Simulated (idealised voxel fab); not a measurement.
process module | voxel fin reveal
cross-section cut | 150 nm wide | cells 5 nm
A cross-section is a grid of square cells, given in bands from the top down. A band is one or more rows of cells.
Each band's line starts with the height of the band's top and of its bottom, in nm. Then come its materials from left to right, each with its width in nm. One material with "throughout" fills the band from edge to edge. "air" is empty space.
Height 0 is the level under which the wafer as received is all one material. The lowest band goes on downwards, as in "0 down".
A width such as "30 to 40" changes by the same amount from each row of cells to the next, from the band's top row to its bottom row.
"no change" after a step means that no cell of the cross-section changed.
closed voids: empty space of 8 cells or more with no open way to the top, each as width x height at its distance from the left edge, in nm
after a step's settings: what the simulator itself notes on the step
overlay nm, on a step with a mask: how far to the right of its planned place the mask lay; to the left if negative
plan
1 op RECEIVE | material Si
2 op CONFORMAL_DEP | material SiN | thk nm 10
3 op PATTERN | tone cover | mask id FINS | material resist | width nm 15 | pitch nm 40 | thk nm 15 | overlay nm 0
4 op DIRECTIONAL_ETCH | etch materials SiN | depth nm 10
5 op DIRECTIONAL_ETCH | etch materials Si | depth nm 30
6 op STRIP | etch materials resist
7 op FILL_DEP | material SiO2 | thk nm 5
8 op CMP | height nm 10
9 op SELECTIVE_ETCH | etch materials SiO2 | depth nm 25
10 op STRIP | etch materials SiN
11 op CONFORMAL_DEP | material HfO2 | thk nm 5
as received, after step 1
  0 down: Si throughout
  closed voids: none
a wafer at the end: this start, this plan, one mistake
  0 to -15: air 25 | Si 15 | air 25 | Si 15 | air 25 | Si 15 | air 30
  -15 to -30: SiO2 25 | Si 15 | SiO2 25 | Si 15 | SiO2 25 | Si 15 | SiO2 30
  -30 down: Si throughout
  closed voids: none
what went wrong: step 11 was left out
